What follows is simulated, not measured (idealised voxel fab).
Process module, titled voxel ribs on slabs
280 nm wide, 5 nm square cells: that's cross-section cut.
Cross-section format: a grid of square cells, given as bands from top to bottom; each band is one or more rows of cells.
For a band, the entry starts with two heights in nm, that of the top and then that of the bottom, and carries on with the band's materials in order from left to right, each alongside its width in nm; the word "edge to edge" beside a single material means it fills the band edge to edge, and "air" means empty space.
Below 0: as-received wafer, all one material; heights counted from there. Lowest band: no bottom, goes on down, written "0 nm and below".
When a width is written as two numbers, as in "30..40", the first number is the width in the top row of cells of the band and the second is the width in its bottom row, and the width changes by the same amount from each row to the next.
Step marked "nothing different"? Then no cell in the cross-section changed in it.
"closed voids" contains a list of empty spaces, each no smaller than 8 cells and without an open way to the top, written in the form width x height at distance with the distance from the left edge and all three in nm.
What comes after the settings on a step's line is commentary from the simulator itself on that step.
The line of a step may include "overlay nm". On a step with a mask, this value is how far to the right of its planned place the mask lay. A negative value means the mask lay to the left.
### Listed below are the process steps as planned
step 1: RECEIVE (material Si)
step 2: DIRECTIONAL_DEP (material SiO2; thk nm 25)
step 3: DIRECTIONAL_DEP (material SiN; thk nm 25)
step 4: DIRECTIONAL_DEP (material aC; thk nm 15)
step 5: PATTERN (tone cover; mask id RIB; material resist; width nm 30; thk nm 30; overlay nm 0)
step 6: DIRECTIONAL_ETCH (etch materials aC; depth nm 15)
step 7: STRIP (etch materials resist)
step 8: DIRECTIONAL_ETCH (etch materials SiN; depth nm 15)
step 9: STRIP (etch materials aC)
step 10: PATTERN (tone cover; mask id SLAB; material resist; width nm 60; thk nm 20; overlay nm 0)
step 11: DIRECTIONAL_ETCH (etch materials SiN; depth nm 10)
step 12: STRIP (etch materials resist)
step 13: FILL_DEP (material SiO2; thk nm 20)
step 14: CMP (height nm 60)
step 15: DIRECTIONAL_DEP (material TiN; thk nm 5)
step 16: MASKED_ETCH (tone cover; mask id HEATER; width nm 40; etch materials TiN; depth nm 5; overlay nm 0)
step 17: CONFORMAL_DEP (material SiN; thk nm 5)
### Cross-section of the wafer as it came to us, i.e., already through step 1
0 nm and below = Si edge to edge
closed voids: none
### Sectioned view, first of two wafers, at the close of the module, processed as intended in the plan
70 nm to 65 nm = air 115 nm  SiN 50 nm  air 115 nm
65 nm to 60 nm = SiN 120 nm  TiN 40 nm  SiN 120 nm
60 nm to 50 nm = SiO2 edge to edge
50 nm to 35 nm = SiO2 125 nm  SiN 30 nm  SiO2 125 nm
35 nm to 25 nm = SiO2 110 nm  SiN 60 nm  SiO2 110 nm
25 nm to 0 nm = SiO2 edge to edge
0 nm and below = Si edge to edge
closed voids: none
### The second wafer, shown in cross-section after the module: started the same way as the first and given the same plan, yet one mistake crept into how it was run
70 nm to 65 nm = air 115 nm  SiN 50 nm  air 115 nm
65 nm to 60 nm = SiN 120 nm  TiN 40 nm  SiN 120 nm
60 nm to 50 nm = SiO2 edge to edge
50 nm to 40 nm = SiO2 110 nm  SiN 60 nm  SiO2 110 nm
40 nm to 25 nm = aC edge to edge
25 nm to 0 nm = SiO2 edge to edge
0 nm and below = Si edge to edge
closed voids: none
Diagnosis: steps 3 and 4 of the plan were run in the wrong order, each in the other's place
Final difference in cells, second wafer against first, listed per material as more or fewer: -18 SiN; -150 SiO2; +168 aC
